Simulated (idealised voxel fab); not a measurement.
The following process module bears the name voxel released beams.
Pictured: cross-section cut, 260 nm wide, on a grid of 5 nm square cells.
In this document a cross-section is written as a grid of square cells. It is given as a series of bands, listed from the top down, and a band is one or more rows of cells.
The entry gives the band's vertical extent as a top height and a bottom height in nm, then its horizontal make-up as materials from left to right, each with a width in nm. "empty" stands for empty space; a single material marked "full width" fills the band edge to edge.
Ref level 0: as-received wafer is one material below here. Bottom band extends down with no lower bound ("0 down").
With a width like "30..40", each row of cells in the band differs from the next by the same amount, the top row carrying the first number and the bottom row the second.
The designation "identical to before", where it is given for a processing step, indicates that no cell of the cross-section was altered in the course of that step.
Entry "Listed closed voids" = empty spaces >= 8 cells with no open way to the top; each as width x height at distance, distance from left edge, all nm.
Past the settings on a step's line: simulator remark, on that step.
The line of a step may include "overlay nm". On a step with a mask, this value is how far to the right of its planned place the mask lay. A negative value means the mask lay to the left.

Planned step list for the process
1 RECEIVE (material Si)
2 CONFORMAL_DEP (material Al2O3; thk nm 5)
3 DIRECTIONAL_DEP (material SiO2; thk nm 15)
4 DIRECTIONAL_DEP (material aC; thk nm 10)
5 PATTERN (tone open; mask id ANCHOR; material resist; width nm 45; thk nm 30; overlay nm 0)
6 DIRECTIONAL_ETCH (etch materials aC; depth nm 10)
7 STRIP (etch materials resist)
8 DIRECTIONAL_ETCH (etch materials SiO2; depth nm 15)
9 STRIP (etch materials aC)
10 CONFORMAL_DEP (material SiN; thk nm 15)
11 DIRECTIONAL_DEP (material aC; thk nm 10)
12 PATTERN (tone cover; mask id BEAM; material resist; width nm 120; thk nm 30; overlay nm -15)
13 DIRECTIONAL_ETCH (etch materials aC; depth nm 10)
14 STRIP (etch materials resist)
15 DIRECTIONAL_ETCH (etch materials SiN; depth nm 15)
16 STRIP (etch materials aC)
17 STRIP (etch materials SiO2)
Among the wafers covered here, the point of difference is the overlay nm at step 12; their starting state is shared, and the plan presents the value of the first wafer.

As-received state after step 1, first of several wafers, cross-section
> 0 down = Si full width
> Listed closed voids: none

Wafer rows, end of module: cells per material gained (+) or lost (-) since receipt; closed voids last
overlay nm -15, +52 Al2O3, +90 SiN, Listed closed voids: none
overlay nm -10, +52 Al2O3, +90 SiN, Listed closed voids: none
overlay nm -5, +52 Al2O3, +90 SiN, Listed closed voids: none
overlay nm 0, +52 Al2O3, +90 SiN, Listed closed voids: none
overlay nm 5, +52 Al2O3, +90 SiN, Listed closed voids: none
overlay nm 10, +52 Al2O3, +90 SiN, Listed closed voids: none
overlay nm 15, +52 Al2O3, +90 SiN, Listed closed voids: none
